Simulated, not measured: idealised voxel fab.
process module | voxel gate over fins
cross-section cut | 185 nm wide | cells 5 nm
A cross-section is a grid of square cells, given in bands from the top down. A band is one or more rows of cells.
Each band's line starts with the height of the band's top and of its bottom, in nm. Then come its materials from left to right, each with its width in nm. One material with "throughout" fills the band from edge to edge. "air" is empty space.
Height 0 is the level under which the wafer as received is all one material. The lowest band goes on downwards, as in "0 down".
A width such as "30 to 40" changes by the same amount from each row of cells to the next, from the band's top row to its bottom row.
"no change" after a step means that no cell of the cross-section changed.
closed voids: empty space of 8 cells or more with no open way to the top, each as width x height at its distance from the left edge, in nm
after a step's settings: what the simulator itself notes on the step
overlay nm, on a step with a mask: how far to the right of its planned place the mask lay; to the left if negative
plan
1 op RECEIVE | material Si
2 op CONFORMAL_DEP | material SiN | thk nm 10
3 op PATTERN | tone cover | mask id FINS | material resist | width nm 15 | pitch nm 40 | thk nm 20 | overlay nm 0
4 op DIRECTIONAL_ETCH | etch materials SiN | depth nm 10
5 op DIRECTIONAL_ETCH | etch materials Si | depth nm 35
6 op STRIP | etch materials resist
7 op FILL_DEP | material SiO2 | thk nm 5
8 op CMP | height nm 10
9 op SELECTIVE_ETCH | etch materials SiO2 | depth nm 25
10 op STRIP | etch materials SiN
11 op CONFORMAL_DEP | material HfO2 | thk nm 5
12 op CONFORMAL_DEP | material TiN | thk nm 5
13 op CONFORMAL_DEP | material TiAl | thk nm 5
14 op CONFORMAL_DEP | material TiN | thk nm 5
15 op FILL_DEP | material W | thk nm 15
16 op CMP | height nm 30
17 op CONFORMAL_DEP | material SiCN | thk nm 5
first wafer, as planned
as received, after step 1
  0 down: Si throughout
  closed voids: none
after step 2
  10 to 0: SiN throughout
  below 0: unchanged
after step 3
  30 to 10: air 45 | resist 15 | air 25 | resist 15 | air 25 | resist 15 | air 45
  below 10: unchanged
after step 4
  30 to 10: air 45 | resist 15 | air 25 | resist 15 | air 25 | resist 15 | air 45
  10 to 0: air 45 | SiN 15 | air 25 | SiN 15 | air 25 | SiN 15 | air 45
  below 0: unchanged
after step 5
  30 to 10: air 45 | resist 15 | air 25 | resist 15 | air 25 | resist 15 | air 45
  10 to 0: air 45 | SiN 15 | air 25 | SiN 15 | air 25 | SiN 15 | air 45
  0 to -35: air 45 | Si 15 | air 25 | Si 15 | air 25 | Si 15 | air 45
  below -35: unchanged
after step 6
  10 to 0: air 45 | SiN 15 | air 25 | SiN 15 | air 25 | SiN 15 | air 45
  below 0: unchanged
after step 7
  15 to 10: SiO2 throughout
  10 to 0: SiO2 45 | SiN 15 | SiO2 25 | SiN 15 | SiO2 25 | SiN 15 | SiO2 45
  0 to -35: SiO2 45 | Si 15 | SiO2 25 | Si 15 | SiO2 25 | Si 15 | SiO2 45
  below -35: unchanged
after step 8
  10 to 0: SiO2 45 | SiN 15 | SiO2 25 | SiN 15 | SiO2 25 | SiN 15 | SiO2 45
  below 0: unchanged
after step 9
  10 to 0: air 45 | SiN 15 | air 25 | SiN 15 | air 25 | SiN 15 | air 45
  0 to -15: air 45 | Si 15 | air 25 | Si 15 | air 25 | Si 15 | air 45
  below -15: unchanged
after step 10
  0 to -15: air 45 | Si 15 | air 25 | Si 15 | air 25 | Si 15 | air 45
  below -15: unchanged
after step 11
  5 to 0: air 40 | HfO2 25 | air 15 | HfO2 25 | air 15 | HfO2 25 | air 40
  0 to -10: air 40 | HfO2 5 | Si 15 | HfO2 5 | air 15 | HfO2 5 | Si 15 | HfO2 5 | air 15 | HfO2 5 | Si 15 | HfO2 5 | air 40
  -10 to -15: HfO2 45 | Si 15 | HfO2 25 | Si 15 | HfO2 25 | Si 15 | HfO2 45
  below -15: unchanged
after step 12
  10 to 5: air 35 | TiN 35 | air 5 | TiN 35 | air 5 | TiN 35 | air 35
  5 to 0: air 35 | TiN 5 | HfO2 25 | TiN 5 | air 5 | TiN 5 | HfO2 25 | TiN 5 | air 5 | TiN 5 | HfO2 25 | TiN 5 | air 35
  0 to -5: air 35 | TiN 5 | HfO2 5 | Si 15 | HfO2 5 | TiN 5 | air 5 | TiN 5 | HfO2 5 | Si 15 | HfO2 5 | TiN 5 | air 5 | TiN 5 | HfO2 5 | Si 15 | HfO2 5 | TiN 5 | air 35
  -5 to -10: TiN 40 | HfO2 5 | Si 15 | HfO2 5 | TiN 15 | HfO2 5 | Si 15 | HfO2 5 | TiN 15 | HfO2 5 | Si 15 | HfO2 5 | TiN 40
  below -10: unchanged
after step 13
  15 to 10: air 30 | TiAl 125 | air 30
  10 to 5: air 30 | TiAl 5 | TiN 35 | TiAl 5 | TiN 35 | TiAl 5 | TiN 35 | TiAl 5 | air 30
  5 to 0: air 30 | TiAl 5 | TiN 5 | HfO2 25 | TiN 5 | TiAl 5 | TiN 5 | HfO2 25 | TiN 5 | TiAl 5 | TiN 5 | HfO2 25 | TiN 5 | TiAl 5 | air 30
  0 to -5: TiAl 35 | TiN 5 | HfO2 5 | Si 15 | HfO2 5 | TiN 5 | TiAl 5 | TiN 5 | HfO2 5 | Si 15 | HfO2 5 | TiN 5 | TiAl 5 | TiN 5 | HfO2 5 | Si 15 | HfO2 5 | TiN 5 | TiAl 35
  below -5: unchanged
after step 14
  20 to 15: air 25 | TiN 135 | air 25
  15 to 10: air 25 | TiN 5 | TiAl 125 | TiN 5 | air 25
  10 to 5: air 25 | TiN 5 | TiAl 5 | TiN 35 | TiAl 5 | TiN 35 | TiAl 5 | TiN 35 | TiAl 5 | TiN 5 | air 25
  5 to 0: TiN 30 | TiAl 5 | TiN 5 | HfO2 25 | TiN 5 | TiAl 5 | TiN 5 | HfO2 25 | TiN 5 | TiAl 5 | TiN 5 | HfO2 25 | TiN 5 | TiAl 5 | TiN 30
  below 0: unchanged
after step 15
  35 to 20: W throughout
  20 to 15: W 25 | TiN 135 | W 25
  15 to 10: W 25 | TiN 5 | TiAl 125 | TiN 5 | W 25
  10 to 5: W 25 | TiN 5 | TiAl 5 | TiN 35 | TiAl 5 | TiN 35 | TiAl 5 | TiN 35 | TiAl 5 | TiN 5 | W 25
  below 5: unchanged
after step 16
  30 to 20: W throughout
  below 20: unchanged
after step 17
  35 to 30: SiCN throughout
  below 30: unchanged
second wafer: like start, like plan, one mistake. Through step 16 it matches the first wafer
when step 17 should have ended
  45 to 30: SiCN throughout
  below 30: unchanged
what went wrong: step 17 ran as: op CONFORMAL_DEP | material SiCN | thk nm 15
at the end the second wafer has, in cells: 74 more of SiCN
